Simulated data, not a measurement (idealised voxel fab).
The process module presented herein is designated voxel capacitor over wiring.
255 nm wide, 5 nm square cells: that's cross-section cut.
Format of a cross-section: grid, square cells. Given as bands. Order: top down. Band: one or more rows of cells.
Band: top and bottom heights (nm) first, top before bottom; then materials from left to right, widths in nm. "all across" marks a sole material filling the band edge to edge. "air" denotes empty space.
We count height from 0. Below that, the starting wafer is all one material. The lowest band never ends at the bottom but goes on down; see "0 down" for how that is written.
Width spec "30 to 40" -> top row of cells at first value, bottom row at second value, equal per-row change in between.
Basically "no modification" means that step didn't change any cell in the cross-section.
Listed in "Listed closed voids": every empty space of 8 or more cells without an open way to the top. Form: width x height at distance, the distance being from the left edge, all in nm.
Note: text after step settings on the step line = simulator remark on that step.
overlay nm: for a step with a mask, the amount by which the mask lay right of where it was planned; a negative amount means left of it.

SET OUT BELOW ARE THE PLANNED STEPS OF THE PROCESS
- 1: RECEIVE: material Si
- 2: CONFORMAL_DEP: material SiO2, thk nm 10
- 3: CONFORMAL_DEP: material SiCN, thk nm 5
- 4: DIRECTIONAL_DEP: material SiO2, thk nm 20
- 5: PATTERN: tone open, mask id METAL_1, material resist, width nm 30, pitch nm 95, thk nm 20, overlay nm 0
- 6: DIRECTIONAL_ETCH: etch materials SiO2, depth nm 20
- 7: DIRECTIONAL_ETCH: etch materials SiCN, depth nm 5
- 8: STRIP: etch materials resist
- 9: CONFORMAL_DEP: material TiN, thk nm 5
- 10: FILL_DEP: material Ru, thk nm 5
- 11: CMP: height nm 35
- 12: CONFORMAL_DEP: material SiCN, thk nm 5
- 13: DIRECTIONAL_DEP: material SiO2, thk nm 15
- 14: PATTERN: tone open, mask id PLUG_1, material resist, width nm 15, thk nm 20, overlay nm 0
- 15: DIRECTIONAL_ETCH: etch materials SiO2, depth nm 15
- 16: DIRECTIONAL_ETCH: etch materials SiCN, depth nm 5
- 17: STRIP: etch materials resist
- 18: EPI: material Ru, thk nm 10
- 19: EPI: material Ru, thk nm 10
- 20: DIRECTIONAL_DEP: material TiN, thk nm 10
- 21: DIRECTIONAL_DEP: material HfO2, thk nm 5
- 22: DIRECTIONAL_DEP: material TiN, thk nm 10
- 23: MASKED_ETCH: tone cover, mask id UPPER_PLATE, width nm 70, etch materials TiN, depth nm 10, overlay nm 0
- 24: MASKED_ETCH: tone cover, mask id UPPER_PLATE, width nm 70, etch materials HfO2, depth nm 5, overlay nm 0
- 25: DIRECTIONAL_DEP: material aC, thk nm 15
- 26: PATTERN: tone cover, mask id LOWER_PLATE, material resist, width nm 80, thk nm 35, overlay nm 0
- 27: DIRECTIONAL_ETCH: etch materials aC, depth nm 15
- 28: STRIP: etch materials resist
- 29: DIRECTIONAL_ETCH: etch materials TiN, depth nm 10
- 30: STRIP: etch materials aC
- 31: FILL_DEP: material SiO2, thk nm 15
- 32: CMP: height nm 90
- 33: DIRECTIONAL_DEP: material aC, thk nm 15
- 34: PATTERN: tone open, mask id PLUG_2, material resist, width nm 15, thk nm 30, overlay nm 0
- 35: DIRECTIONAL_ETCH: etch materials aC, depth nm 15
- 36: STRIP: etch materials resist
- 37: DIRECTIONAL_ETCH: etch materials SiO2, depth nm 10
- 38: STRIP: etch materials aC
- 39: CONFORMAL_DEP: material TiN, thk nm 5
- 40: FILL_DEP: material W, thk nm 10
- 41: CMP: height nm 90
- 42: CONFORMAL_DEP: material SiN, thk nm 5

CROSS-SECTION OF THE WAFER UPON ARRIVAL, REPRESENTING THE STATE REACHED AFTER STEP 1
  0 down  Si all across
  Listed closed voids: none

LOOKING AT THE FIRST OF TWO WAFERS IN CROSS-SECTION AT END OF MODULE - RAN TO PLAN
  95 to 90  SiN all across
  90 to 85  SiO2 90 nm, TiN 5 nm, W 5 nm, TiN 5 nm, SiO2 150 nm
  85 to 80  SiO2 90 nm, TiN 15 nm, SiO2 150 nm
  80 to 70  SiO2 80 nm, TiN 70 nm, SiO2 105 nm
  70 to 65  SiO2 80 nm, HfO2 70 nm, SiO2 105 nm
  65 to 55  SiO2 75 nm, TiN 80 nm, SiO2 100 nm
  55 to 40  SiO2 80 nm, Ru 15 nm, SiO2 160 nm
  40 to 35  SiCN 80 nm, Ru 15 nm, SiCN 160 nm
  35 to 15  SiO2 65 nm, TiN 5 nm, Ru 20 nm, TiN 5 nm, SiO2 65 nm, TiN 5 nm, Ru 20 nm, TiN 5 nm, SiO2 65 nm
  15 to 10  SiCN 65 nm, TiN 30 nm, SiCN 65 nm, TiN 30 nm, SiCN 65 nm
  10 to 0  SiO2 all across
  0 down  Si all across
  Listed closed voids: none

HERE IS THE SECOND OF THE TWO WAFERS CUT OPEN AT THE END OF THE MODULE - SAME START, SAME PLAN AS THE FIRST ONE, BUT WE MADE ONE MISTAKE RUNNING IT
  95 to 90  SiN all across
  90 to 85  SiO2 90 nm, TiN 5 nm, W 5 nm, TiN 5 nm, SiO2 150 nm
  85 to 80  SiO2 90 nm, TiN 15 nm, SiO2 150 nm
  80 to 70  SiO2 80 nm, TiN 70 nm, SiO2 105 nm
  70 to 65  SiO2 80 nm, HfO2 70 nm, SiO2 105 nm
  65 to 55  SiO2 75 nm, TiN 80 nm, SiO2 100 nm
  55 to 40  SiO2 80 nm, Ru 15 nm, SiO2 160 nm
  40 to 35  SiCN 80 nm, Ru 15 nm, SiCN 160 nm
  35 to 15  SiO2 60 nm, TiN 5 nm, Ru 20 nm, TiN 5 nm, SiO2 65 nm, TiN 5 nm, Ru 20 nm, TiN 5 nm, SiO2 70 nm
  15 to 10  SiCN 60 nm, TiN 30 nm, SiCN 65 nm, TiN 30 nm, SiCN 70 nm
  10 to 0  SiO2 all across
  0 down  Si all across
  Listed closed voids: none
Short version of what went wrong: the process deviated at step 5: the operation and settings actually run there were PATTERN: tone open, mask id METAL_1, material resist, width nm 30, pitch nm 95, thk nm 20, overlay nm -5
Heads up: at the end the two wafers have identical cell counts per material, they're just laid out differently.
